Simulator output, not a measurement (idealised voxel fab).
Title: Process Module voxel transistor to metal
We display cut, a cross-section 195 nm in width whose square cells are each 5 nm.
When this document writes out a cross-section, it uses a grid of square cells and lists it as bands, beginning at the top and moving down, with a band standing for one or more rows of cells. A band entry consists of two parts. The first gives the height of the band's top and the height of its bottom, in nm. The rest lists the band's materials from left to right, each with its width in nm. A single material labelled with the word "edge to edge" fills the band from edge to edge, and the word "blank" marks empty space. Height 0 is the level under which the wafer as received is all one material. The lowest band goes on downwards, as in "0 and below". Read "30 to 40" as a graded width: first number on top, second number at the bottom, same change between each pair of neighbouring rows. Given "nothing changed" for a step, no cell of the cross-section differs between before and after that step. "Sealed void listing" lists enclosed empty spaces (at least 8 cells, no open path upward to the top), each as width x height at distance from the left edge, in nm. Text after the settings on a step's line: the simulator's own remark on that step. Regarding "overlay nm": on a step with a mask, it is the distance the mask lay to the right of its planned place; a negative value places it to the left.

Process steps foreseen in the plan:
1 RECEIVE (material Si)
2 CONFORMAL_DEP (material SiO2; thk nm 5)
3 CONFORMAL_DEP (material SiN; thk nm 10)
4 PATTERN (tone cover; mask id ACTIVE; material resist; width nm 125; thk nm 15; overlay nm 0)
5 DIRECTIONAL_ETCH (etch materials SiN; depth nm 10)
6 DIRECTIONAL_ETCH (etch materials SiO2; depth nm 5)
7 DIRECTIONAL_ETCH (etch materials Si; depth nm 20)
8 STRIP (etch materials resist)
9 OXIDIZE (depth nm 5)
10 FILL_DEP (material SiO2; thk nm 5)
11 CMP (height nm 15)
12 SELECTIVE_ETCH (etch materials SiO2; depth nm 10)
13 STRIP (etch materials SiN)
14 SELECTIVE_ETCH (etch materials SiO2; depth nm 5)
15 OXIDIZE (depth nm 5)
16 DIRECTIONAL_DEP (material polySi; thk nm 30)
17 DIRECTIONAL_DEP (material SiCN; thk nm 15)
18 PATTERN (tone cover; mask id GATE; material resist; width nm 35; thk nm 15; overlay nm 0)
19 DIRECTIONAL_ETCH (etch materials SiCN; depth nm 25)
20 DIRECTIONAL_ETCH (etch materials polySi; depth nm 40)
21 STRIP (etch materials resist)
22 CONFORMAL_DEP (material SiO2; thk nm 5)
23 DIRECTIONAL_ETCH (etch materials SiO2; depth nm 5)
24 CONFORMAL_DEP (material SiN; thk nm 5)
25 DIRECTIONAL_ETCH (etch materials SiN; depth nm 5)
26 DIRECTIONAL_ETCH (etch materials SiO2; depth nm 5)
27 DIRECTIONAL_ETCH (etch materials Si; depth nm 15)
28 EPI (material SiGe; thk nm 20)
29 FILL_DEP (material SiO2; thk nm 5)
30 CMP (height nm 30)
31 STRIP (etch materials polySi)
32 SELECTIVE_ETCH (etch materials SiO2; depth nm 5)
33 CONFORMAL_DEP (material HfO2; thk nm 5)
34 CONFORMAL_DEP (material TiN; thk nm 5)
35 FILL_DEP (material W; thk nm 10)
36 CMP (height nm 25)
37 DIRECTIONAL_DEP (material SiO2; thk nm 10)
38 DIRECTIONAL_DEP (material aC; thk nm 15)
39 PATTERN (tone open; mask id CONTACT; material resist; width nm 15; pitch nm 90; thk nm 30; overlay nm 0)
40 DIRECTIONAL_ETCH (etch materials aC; depth nm 5)
41 STRIP (etch materials resist)
42 DIRECTIONAL_ETCH (etch materials SiO2; depth nm 35)
43 STRIP (etch materials aC)
44 CONFORMAL_DEP (material TiN; thk nm 5)
45 FILL_DEP (material Ru; thk nm 5)
46 CMP (height nm 35)
47 DIRECTIONAL_DEP (material TiN; thk nm 5)
48 DIRECTIONAL_DEP (material W; thk nm 15)
49 PATTERN (tone cover; mask id METAL_1; material resist; width nm 15; pitch nm 90; thk nm 15; overlay nm 0)
50 DIRECTIONAL_ETCH (etch materials W; depth nm 15)
51 DIRECTIONAL_ETCH (etch materials TiN; depth nm 5)
52 STRIP (etch materials resist)
53 FILL_DEP (material lowk; thk nm 10)
54 CMP (height nm 55)
55 CONFORMAL_DEP (material SiN; thk nm 5)
For this document, wafers share an identical start and vary in the step 40 depth nm; the plan quotes the first wafer's value.

This is how the first of several wafers looked in cross-section when it arrived, which is after step 1:
    0 and below: Si edge to edge
    Sealed void listing: none

First of several wafers, sectioned at end of module (last step: step 55):
    60 down to 55: SiN edge to edge
    55 down to 40: lowk=45  W=15  lowk=75  W=15  lowk=45
    40 down to 35: lowk=45  TiN=15  lowk=75  TiN=15  lowk=45
    35 down to 25: SiO2 edge to edge
    25 down to 15: SiO2=70  SiN=5  HfO2=5  TiN=5  W=25  TiN=5  HfO2=5  SiN=5  SiO2=70
    15 down to 5: SiO2=50  SiGe=20  SiN=5  HfO2=5  TiN=5  W=25  TiN=5  HfO2=5  SiN=5  SiGe=20  SiO2=50
    5 down to 0: SiO2=50  SiGe=20  SiN=5  HfO2=5  TiN=35  HfO2=5  SiN=5  SiGe=20  SiO2=50
    0 down to -5: SiO2=35  SiGe=35  SiO2=5  HfO2=45  SiO2=5  SiGe=35  SiO2=35
    -5 down to -20: SiO2=40  SiGe=30  Si=55  SiGe=30  SiO2=40
    -20 down to -25: SiO2=40  Si=115  SiO2=40
    -25 and below: Si edge to edge
    Sealed void listing: none

Cross-sectional depiction of the last of several wafers upon completion of the module:
    60 down to 55: SiN edge to edge
    55 down to 40: lowk=45  W=15  lowk=75  W=15  lowk=45
    40 down to 35: lowk=45  TiN=15  lowk=75  TiN=15  lowk=45
    35 down to 25: SiO2=45  TiN=5  Ru=5  TiN=5  SiO2=75  TiN=5  Ru=5  TiN=5  SiO2=45
    25 down to 20: SiO2=45  TiN=5  Ru=5  TiN=5  SiO2=10  SiN=5  HfO2=5  TiN=5  W=25  TiN=5  HfO2=5  SiN=5  SiO2=10  TiN=5  Ru=5  TiN=5  SiO2=45
    20 down to 15: SiO2=45  TiN=15  SiO2=10  SiN=5  HfO2=5  TiN=5  W=25  TiN=5  HfO2=5  SiN=5  SiO2=10  TiN=15  SiO2=45
    15 down to 5: SiO2=45  TiN=5  SiGe=20  SiN=5  HfO2=5  TiN=5  W=25  TiN=5  HfO2=5  SiN=5  SiGe=20  TiN=5  SiO2=45
    5 down to 0: SiO2=45  TiN=5  SiGe=20  SiN=5  HfO2=5  TiN=35  HfO2=5  SiN=5  SiGe=20  TiN=5  SiO2=45
    0 down to -5: SiO2=35  SiGe=35  SiO2=5  HfO2=45  SiO2=5  SiGe=35  SiO2=35
    -5 down to -20: SiO2=40  SiGe=30  Si=55  SiGe=30  SiO2=40
    -20 down to -25: SiO2=40  Si=115  SiO2=40
    -25 and below: Si edge to edge
    Sealed void listing: none

Per wafer (row), end of module: delta in cells per material since receipt, (+) for gained, (-) for lost; closed voids after that:
depth nm 5; +19 HfO2; -139 Si; +74 SiGe; +49 SiN; +274 SiO2; +21 TiN; +38 W; +132 lowk; Sealed void listing: none
depth nm 10; +19 HfO2; -139 Si; +74 SiGe; +49 SiN; +274 SiO2; +21 TiN; +38 W; +132 lowk; Sealed void listing: none
depth nm 15; +19 HfO2; +6 Ru; -139 Si; +74 SiGe; +49 SiN; +244 SiO2; +45 TiN; +38 W; +132 lowk; Sealed void listing: none
depth nm 20; +19 HfO2; +6 Ru; -139 Si; +74 SiGe; +49 SiN; +244 SiO2; +45 TiN; +38 W; +132 lowk; Sealed void listing: none
depth nm 25; +19 HfO2; +6 Ru; -139 Si; +74 SiGe; +49 SiN; +244 SiO2; +45 TiN; +38 W; +132 lowk; Sealed void listing: none
depth nm 30; +19 HfO2; +6 Ru; -139 Si; +74 SiGe; +49 SiN; +244 SiO2; +45 TiN; +38 W; +132 lowk; Sealed void listing: none
